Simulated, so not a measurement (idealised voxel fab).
process module | voxel local oxidation
cross-section cut | 150 nm wide | cells 5 nm
A cross-section is a grid of square cells, given in bands from the top down. A band is one or more rows of cells.
Each band's line starts with the height of the band's top and of its bottom, in nm. Then come its materials from left to right, each with its width in nm. One material with "throughout" fills the band from edge to edge. "air" is empty space.
Height 0 is the level under which the wafer as received is all one material. The lowest band goes on downwards, as in "0 down".
A width such as "30 to 40" changes by the same amount from each row of cells to the next, from the band's top row to its bottom row.
"no change" after a step means that no cell of the cross-section changed.
closed voids: empty space of 8 cells or more with no open way to the top, each as width x height at its distance from the left edge, in nm
after a step's settings: what the simulator itself notes on the step
overlay nm, on a step with a mask: how far to the right of its planned place the mask lay; to the left if negative
Each pair below shows a cross-section before one step and the cross-section after it, down to the lowest band that changed. The line under each pair gives the step between them, with its settings. The pairs can come from different runs of this module on the same starting wafer, so a pair continues from the pair above only where its "before" says so.
before
  0 down: Si throughout
  closed voids: none
after
  0 to -5: SiO2 throughout
  below -5: unchanged
  closed voids: none
the step between: op OXIDIZE | depth nm 5
before: the cross-section after the pair above
after
  15 to 0: SiN throughout
  below 0: unchanged
  closed voids: none
the step between: op CONFORMAL_DEP | material SiN | thk nm 15
before: the cross-section after the pair above
after
  30 to 15: aC throughout
  below 15: unchanged
  closed voids: none
the step between: op DIRECTIONAL_DEP | material aC | thk nm 15
before: the cross-section after the pair above
after
  60 to 30: air 25 | resist 95 | air 30
  below 30: unchanged
  closed voids: none
the step between: op PATTERN | tone cover | mask id ACTIVE | material resist | width nm 95 | thk nm 30 | overlay nm 0
before: the cross-section after the pair above
after
  45 to 30: air 25 | resist 95 | air 30
  30 to 15: air 25 | aC 95 | air 30
  below 15: unchanged
  closed voids: none
the step between: op DIRECTIONAL_ETCH | etch materials aC | depth nm 15
before: the cross-section after the pair above
after
  30 to 15: air 25 | aC 95 | air 30
  below 15: unchanged
  closed voids: none
the step between: op STRIP | etch materials resist
before: the cross-section after the pair above
after
  30 to 15: air 25 | aC 95 | air 30
  15 to 0: air 25 | SiN 95 | air 30
  below 0: unchanged
  closed voids: none
the step between: op DIRECTIONAL_ETCH | etch materials SiN | depth nm 15
before: the cross-section after the pair above
after
  15 to 0: air 25 | SiN 95 | air 30
  below 0: unchanged
  closed voids: none
the step between: op STRIP | etch materials aC
before: the cross-section after the pair above
after
  15 to 0: air 25 | SiN 95 | air 30
  0 to -5: air 30 | SiO2 85 | air 35
  below -5: unchanged
  closed voids: none
the step between: op SELECTIVE_ETCH | etch materials SiO2 | depth nm 5
before: the cross-section after the pair above
after
  15 to 0: air 25 | SiN 95 | air 30
  0 to -5: air 30 | SiO2 85 | air 35
  -5 to -20: SiO2 45 | Si 55 | SiO2 50
  below -20: unchanged
  closed voids: none
the step between: op OXIDIZE | depth nm 15
before: the cross-section after the pair above
after
  0 to -5: air 30 | SiO2 85 | air 35
  below -5: unchanged
  closed voids: none
the step between: op STRIP | etch materials SiN
before
  45 to 30: air 25 | resist 95 | air 30
  30 to 15: air 25 | aC 95 | air 30
  15 to 0: SiN throughout
  0 to -5: SiO2 throughout
  -5 down: Si throughout
  closed voids: none
after
  45 to 30: air 25 | resist 95 | air 30
  30 to 15: air 25 | aC 95 | air 30
  15 to 0: air 25 | SiN 95 | air 30
  below 0: unchanged
  closed voids: none
the step between: op DIRECTIONAL_ETCH | etch materials SiN | depth nm 15
before: the cross-section after the pair above
after
  15 to 0: air 25 | SiN 95 | air 30
  below 0: unchanged
  closed voids: none
the step between: op STRIP | etch materials aC
before
  30 to 15: air 25 | aC 95 | air 30
  15 to 0: air 25 | SiN 95 | air 30
  0 to -5: SiO2 throughout
  -5 down: Si throughout
  closed voids: none
after
  30 to 15: air 25 | aC 95 | air 30
  15 to 0: air 25 | SiN 95 | air 30
  0 to -5: air 30 | SiO2 85 | air 35
  below -5: unchanged
  closed voids: none
the step between: op SELECTIVE_ETCH | etch materials SiO2 | depth nm 5
before: the cross-section after the pair above
after
  15 to 0: air 25 | SiN 95 | air 30
  below 0: unchanged
  closed voids: none
the step between: op STRIP | etch materials aC
before
  15 to 0: air 25 | SiN 95 | air 30
  0 to -5: SiO2 throughout
  -5 down: Si throughout
  closed voids: none
after
  15 to 0: air 25 | SiN 95 | air 30
  0 to -5: air 40 | SiO2 65 | air 45
  below -5: unchanged
  closed voids: none
the step between: op SELECTIVE_ETCH | etch materials SiO2 | depth nm 15
before: the cross-section after the pair above
after
  15 to 0: air 25 | SiN 95 | air 30
  0 to -5: air 40 | SiO2 65 | air 45
  -5 to -20: SiO2 55 | Si 35 | SiO2 60
  below -20: unchanged
  closed voids: none
the step between: op OXIDIZE | depth nm 15
before: the cross-section after the pair above
after
  0 to -5: air 40 | SiO2 65 | air 45
  below -5: unchanged
  closed voids: none
the step between: op STRIP | etch materials SiN
before
  30 to 15: aC throughout
  15 to 0: SiN throughout
  0 to -5: SiO2 throughout
  -5 down: Si throughout
  closed voids: none
after
  60 to 30: air 25 | resist 100 | air 25
  below 30: unchanged
  closed voids: none
the step between: op PATTERN | tone cover | mask id ACTIVE | material resist | width nm 100 | thk nm 30 | overlay nm 0
before: the cross-section after the pair above
after
  45 to 30: air 25 | resist 100 | air 25
  30 to 15: air 25 | aC 100 | air 25
  below 15: unchanged
  closed voids: none
the step between: op DIRECTIONAL_ETCH | etch materials aC | depth nm 15
before: the cross-section after the pair above
after
  30 to 15: air 25 | aC 100 | air 25
  below 15: unchanged
  closed voids: none
the step between: op STRIP | etch materials resist
before: the cross-section after the pair above
after
  30 to 15: air 25 | aC 100 | air 25
  15 to 0: air 25 | SiN 100 | air 25
  below 0: unchanged
  closed voids: none
the step between: op DIRECTIONAL_ETCH | etch materials SiN | depth nm 15
before: the cross-section after the pair above
after
  15 to 0: air 25 | SiN 100 | air 25
  below 0: unchanged
  closed voids: none
the step between: op STRIP | etch materials aC
before: the cross-section after the pair above
after
  15 to 0: air 25 | SiN 100 | air 25
  0 to -5: air 30 | SiO2 90 | air 30
  below -5: unchanged
  closed voids: none
the step between: op SELECTIVE_ETCH | etch materials SiO2 | depth nm 5
before: the cross-section after the pair above
after
  15 to 0: air 25 | SiN 100 | air 25
  0 to -5: air 30 | SiO2 90 | air 30
  -5 to -20: SiO2 45 | Si 60 | SiO2 45
  below -20: unchanged
  closed voids: none
the step between: op OXIDIZE | depth nm 15
before: the cross-section after the pair above
after
  0 to -5: air 30 | SiO2 90 | air 30
  below -5: unchanged
  closed voids: none
the step between: op STRIP | etch materials SiN
before
  30 to 15: aC throughout
  15 to 0: SiN throughout
  0 to -5: SiO2 throughout
  -5 down: Si throughout
  closed voids: none
after
  60 to 30: air 30 | resist 95 | air 25
  below 30: unchanged
  closed voids: none
the step between: op PATTERN | tone cover | mask id ACTIVE | material resist | width nm 95 | thk nm 30 | overlay nm 5
before: the cross-section after the pair above
after
  45 to 30: air 30 | resist 95 | air 25
  30 to 15: air 30 | aC 95 | air 25
  below 15: unchanged
  closed voids: none
the step between: op DIRECTIONAL_ETCH | etch materials aC | depth nm 15
before: the cross-section after the pair above
after
  30 to 15: air 30 | aC 95 | air 25
  below 15: unchanged
  closed voids: none
the step between: op STRIP | etch materials resist
before: the cross-section after the pair above
after
  30 to 15: air 30 | aC 95 | air 25
  15 to 0: air 30 | SiN 95 | air 25
  below 0: unchanged
  closed voids: none
the step between: op DIRECTIONAL_ETCH | etch materials SiN | depth nm 15
before: the cross-section after the pair above
after
  15 to 0: air 30 | SiN 95 | air 25
  below 0: unchanged
  closed voids: none
the step between: op STRIP | etch materials aC
before: the cross-section after the pair above
after
  15 to 0: air 30 | SiN 95 | air 25
  0 to -5: air 35 | SiO2 85 | air 30
  below -5: unchanged
  closed voids: none
the step between: op SELECTIVE_ETCH | etch materials SiO2 | depth nm 5
before: the cross-section after the pair above
after
  15 to 0: air 30 | SiN 95 | air 25
  0 to -5: air 35 | SiO2 85 | air 30
  -5 to -20: SiO2 50 | Si 55 | SiO2 45
  below -20: unchanged
  closed voids: none
the step between: op OXIDIZE | depth nm 15
before: the cross-section after the pair above
after
  0 to -5: air 35 | SiO2 85 | air 30
  below -5: unchanged
  closed voids: none
the step between: op STRIP | etch materials SiN
before
  0 to -5: SiO2 throughout
  -5 down: Si throughout
  closed voids: none
after
  15 to -5: SiO2 throughout
  below -5: unchanged
  closed voids: none
the step between: op CONFORMAL_DEP | material SiO2 | thk nm 15
before: the cross-section after the pair above
after
  30 to 15: aC throughout
  below 15: unchanged
  closed voids: none
the step between: op DIRECTIONAL_DEP | material aC | thk nm 15
before: the cross-section after the pair above
after
  60 to 30: air 25 | resist 95 | air 30
  below 30: unchanged
  closed voids: none
the step between: op PATTERN | tone cover | mask id ACTIVE | material resist | width nm 95 | thk nm 30 | overlay nm 0
before: the cross-section after the pair above
after
  45 to 30: air 25 | resist 95 | air 30
  30 to 15: air 25 | aC 95 | air 30
  below 15: unchanged
  closed voids: none
the step between: op DIRECTIONAL_ETCH | etch materials aC | depth nm 15
before: the cross-section after the pair above
after
  30 to 15: air 25 | aC 95 | air 30
  below 15: unchanged
  closed voids: none
the step between: op STRIP | etch materials resist
before: the cross-section after the pair above
after
  15 to -5: SiO2 throughout
  below -5: unchanged
  closed voids: none
the step between: op STRIP | etch materials aC
before: the cross-section after the pair above
after
  10 to -5: SiO2 throughout
  below -5: unchanged
  closed voids: none
the step between: op SELECTIVE_ETCH | etch materials SiO2 | depth nm 5
before
  30 to 15: aC throughout
  15 to 0: SiN throughout
  0 to -5: SiO2 throughout
  -5 down: Si throughout
  closed voids: none
after
  60 to 30: resist 25 | air 95 | resist 30
  below 30: unchanged
  closed voids: none
the step between: op PATTERN | tone open | mask id ACTIVE | material resist | width nm 95 | thk nm 30 | overlay nm 0
before: the cross-section after the pair above
after
  45 to 30: resist 25 | air 95 | resist 30
  30 to 15: aC 25 | air 95 | aC 30
  below 15: unchanged
  closed voids: none
the step between: op DIRECTIONAL_ETCH | etch materials aC | depth nm 15
before: the cross-section after the pair above
after
  30 to 15: aC 25 | air 95 | aC 30
  below 15: unchanged
  closed voids: none
the step between: op STRIP | etch materials resist
before: the cross-section after the pair above
after
  30 to 15: aC 25 | air 95 | aC 30
  15 to 0: SiN 25 | air 95 | SiN 30
  below 0: unchanged
  closed voids: none
the step between: op DIRECTIONAL_ETCH | etch materials SiN | depth nm 15
before: the cross-section after the pair above
after
  15 to 0: SiN 25 | air 95 | SiN 30
  below 0: unchanged
  closed voids: none
the step between: op STRIP | etch materials aC
before: the cross-section after the pair above
after
  15 to 0: SiN 25 | air 95 | SiN 30
  0 to -5: SiO2 20 | air 105 | SiO2 25
  below -5: unchanged
  closed voids: none
the step between: op SELECTIVE_ETCH | etch materials SiO2 | depth nm 5
before: the cross-section after the pair above
after
  15 to 0: SiN 25 | air 95 | SiN 30
  0 to -5: SiO2 20 | air 105 | SiO2 25
  -5 to -20: Si 5 | SiO2 135 | Si 10
  below -20: unchanged
  closed voids: none
the step between: op OXIDIZE | depth nm 15
before: the cross-section after the pair above
after
  0 to -5: SiO2 20 | air 105 | SiO2 25
  below -5: unchanged
  closed voids: none
the step between: op STRIP | etch materials SiN
